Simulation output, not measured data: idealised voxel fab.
Presented below is a process module, voxel self aligned contacts.
Square cell edge 5 nm, section width 235 nm, ID cut.
A cross-section is a grid of square cells, given in bands from the top down. A band is one or more rows of cells. Top height, bottom height, nm. Materials left to right, width each, nm. Single material + "throughout" = fills band edge to edge. "empty" = empty. A quick word on heights: they are counted from 0, and under that level the wafer as it came to us is one material throughout. The lowest band is different from the rest in having no bottom; it simply continues downward, written as in "0 and below". So if you see something like "30..40" for the width, read it as the top row of the band sitting at the first number and the bottom row at the second, with every row in between moving by the same amount as the last. Step marked "no modification"? Then no cell in the cross-section changed in it. Enclosed voids (no open way to top), threshold 8 cells or more, entry "Completely enclosed voids", notation width x height at distance, distance from left edge, nm. Read whatever lies past the settings on a step's line as the simulator's own remark about the step. overlay nm: mask right of planned place by this much (step with mask). Neg. = left.
[Below is the list of planned process steps]
step 1: RECEIVE,material Si
step 2: OXIDIZE,depth nm 5
step 3: DIRECTIONAL_DEP,material polySi,thk nm 20
step 4: DIRECTIONAL_DEP,material SiN,thk nm 20
step 5: MASKED_ETCH,tone cover,mask id GATE,width nm 30,pitch nm 70,etch materials SiN,depth nm 20,overlay nm 0
step 6: MASKED_ETCH,tone cover,mask id GATE,width nm 30,pitch nm 70,etch materials polySi,depth nm 20,overlay nm 0
step 7: CONFORMAL_DEP,material SiN,thk nm 10
step 8: DIRECTIONAL_ETCH,etch materials SiN,depth nm 10
step 9: FILL_DEP,material SiO2,thk nm 10
step 10: CMP,height nm 45
step 11: DIRECTIONAL_DEP,material aC,thk nm 10
step 12: PATTERN,tone open,mask id CONTACT,material resist,width nm 50,thk nm 30,overlay nm 0
step 13: DIRECTIONAL_ETCH,etch materials aC,depth nm 10
step 14: STRIP,etch materials resist
step 15: DIRECTIONAL_ETCH,etch materials SiO2,depth nm 50
step 16: STRIP,etch materials aC
step 17: CONFORMAL_DEP,material TiN,thk nm 5
step 18: FILL_DEP,material Ru,thk nm 10
step 19: CMP,height nm 45
step 20: CONFORMAL_DEP,material SiN,thk nm 5
[Wafer at receipt (post step 1), cross-section]
	0 and below | Si throughout
	Completely enclosed voids: none
[First wafer of two, sectioned at end of module; run went per plan]
	50 down to 45 | SiN throughout
	45 down to 40 | 90 nm SiO2; 20 nm TiN; 10 nm Ru; 20 nm TiN; 95 nm SiO2
	40 down to 20 | 55 nm SiO2; 50 nm SiN; 5 nm TiN; 10 nm Ru; 5 nm TiN; 50 nm SiN; 60 nm SiO2
	20 down to 0 | 55 nm SiO2; 10 nm SiN; 30 nm polySi; 10 nm SiN; 5 nm TiN; 10 nm Ru; 5 nm TiN; 10 nm SiN; 30 nm polySi; 10 nm SiN; 60 nm SiO2
	0 down to -5 | 105 nm SiO2; 20 nm TiN; 110 nm SiO2
	-5 and below | Si throughout
	Completely enclosed voids: none
[What the second wafer looks like in cross-section once the module is done. Its start and its plan matched the first wafer's exactly; what differed was one mistake in how it was run]
	50 down to 45 | SiN throughout
	45 down to 40 | 90 nm SiO2; 50 nm TiN; 95 nm SiO2
	40 down to 20 | 75 nm SiN; 10 nm SiO2; 60 nm SiN; 10 nm SiO2; 80 nm SiN
	20 down to 0 | polySi throughout
	0 down to -5 | SiO2 throughout
	-5 and below | Si throughout
	Completely enclosed voids: none
Diagnosis: step 5 ran as: MASKED_ETCH,tone open,mask id GATE,width nm 30,pitch nm 70,etch materials SiN,depth nm 20,overlay nm 0
It is noted that, at the conclusion of processing, the second wafer exhibits a higher or lower cell count for certain materials relative to the first: 18 fewer of Ru | 60 more of SiN | 164 fewer of SiO2 | 18 fewer of TiN | 140 more of polySi
